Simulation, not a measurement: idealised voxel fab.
Process module under the name voxel released beams
cross-section cut | 220 nm wide | cells 5 nm
In this document a cross-section is written as a grid of square cells. It is given as a series of bands, listed from the top down, and a band is one or more rows of cells.
Top, bottom (nm), then materials left to right with widths (nm); lone material tagged "all across" fills the whole band edge to edge; "empty" = empty space.
It should be noted that heights are counted from 0, beneath which the wafer as supplied is of one material throughout, and that the lowest band possesses no lower boundary but continues downward, as written in "from 0 down".
The two numbers in a width such as "30->40" mark its ends across the band: the first belongs to the top row of cells, the second to the bottom row, and from each row to the next the width moves by the same amount.
"nothing altered" after a step means that no cell of the cross-section changed.
So "Enclosed internal voids" is basically the list of trapped voids: any empty space of 8 cells or more that can't reach the top through an opening. They're written width x height at distance, the distance being from the left edge, and it's all nm.
Heads up: the bit after the settings on a step's line is the simulator's remark on that step.
A step's line can hold "overlay nm"; with a mask on that step, the setting says how far right of the planned place the mask lay, while a negative setting says it lay to the left.
Listed below are the process steps as planned:
step 1: RECEIVE (material Si)
step 2: CONFORMAL_DEP (material SiN; thk nm 5)
step 3: DIRECTIONAL_DEP (material SiO2; thk nm 20)
step 4: PATTERN (tone open; mask id ANCHOR; material resist; width nm 45; thk nm 20; overlay nm 0)
step 5: DIRECTIONAL_ETCH (etch materials SiO2; depth nm 20)
step 6: STRIP (etch materials resist)
step 7: CONFORMAL_DEP (material W; thk nm 15)
step 8: PATTERN (tone cover; mask id BEAM; material resist; width nm 95; thk nm 20; overlay nm 0)
step 9: DIRECTIONAL_ETCH (etch materials W; depth nm 15)
step 10: STRIP (etch materials resist)
step 11: STRIP (etch materials SiO2)
Cross-section of the wafer upon arrival, representing the state reached after step 1:
> from 0 down  Si all across
> Enclosed internal voids: none
Cross-section taken at module completion on the first of two wafers; processed per the plan:
> from 40 to 25  empty 60 nm; W 20 nm; empty 15 nm; W 60 nm; empty 65 nm
> from 25 to 20  empty 65 nm; W 15 nm; empty 15 nm; W 15 nm; empty 110 nm
> from 20 to 5  empty 65 nm; W 45 nm; empty 110 nm
> from 5 to 0  SiN all across
> from 0 down  Si all across
> Enclosed internal voids: none
What the second wafer looks like in cross-section once the module is done. Its start and its plan matched the first wafer's exactly; what differed was one mistake in how it was run:
> from 55 to 40  empty 60 nm; W 95 nm; empty 65 nm
> from 40 to 25  W all across
> from 25 to 5  SiO2 65 nm; W 45 nm; SiO2 110 nm
> from 5 to 0  SiN all across
> from 0 down  Si all across
> Enclosed internal voids: none
Finding, execution versus plan: step 7 was run twice
End of process, cell counts, second wafer against first, materials with more or fewer: 140 more of SiO2, 144 more of W
